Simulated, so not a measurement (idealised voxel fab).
process module | voxel double patterning
cross-section cut | 220 nm wide | cells 5 nm
A cross-section is a grid of square cells, given in bands from the top down. A band is one or more rows of cells.
Each band's line starts with the height of the band's top and of its bottom, in nm. Then come its materials from left to right, each with its width in nm. One material with "throughout" fills the band from edge to edge. "air" is empty space.
Height 0 is the level under which the wafer as received is all one material. The lowest band goes on downwards, as in "0 down".
A width such as "30 to 40" changes by the same amount from each row of cells to the next, from the band's top row to its bottom row.
"no change" after a step means that no cell of the cross-section changed.
closed voids: empty space of 8 cells or more with no open way to the top, each as width x height at its distance from the left edge, in nm
after a step's settings: what the simulator itself notes on the step
overlay nm, on a step with a mask: how far to the right of its planned place the mask lay; to the left if negative
plan
1 op RECEIVE | material Si
2 op CONFORMAL_DEP | material SiO2 | thk nm 10
3 op DIRECTIONAL_DEP | material TiN | thk nm 20
4 op DIRECTIONAL_DEP | material SiCN | thk nm 5
5 op MASKED_ETCH | tone open | mask id FIRST | width nm 15 | pitch nm 50 | etch materials SiCN | depth nm 5 | overlay nm 0
6 op DIRECTIONAL_DEP | material aC | thk nm 15
7 op PATTERN | tone open | mask id SECOND | material resist | width nm 15 | pitch nm 50 | thk nm 35 | overlay nm 0
8 op DIRECTIONAL_ETCH | etch materials aC | depth nm 15
9 op STRIP | etch materials resist
10 op DIRECTIONAL_ETCH | etch materials SiCN | depth nm 5
11 op STRIP | etch materials aC
12 op DIRECTIONAL_ETCH | etch materials TiN | depth nm 20
13 op STRIP | etch materials SiCN
as received, after step 1
  0 down: Si throughout
  closed voids: none
a wafer at the end: this start, this plan, one mistake
  30 to 10: air 75 | TiN 15 | air 35 | TiN 15 | air 80
  10 to 0: SiO2 throughout
  0 down: Si throughout
  closed voids: none
what went wrong: step 7 ran as: op PATTERN | tone cover | mask id SECOND | material resist | width nm 15 | pitch nm 50 | thk nm 35 | overlay nm 0
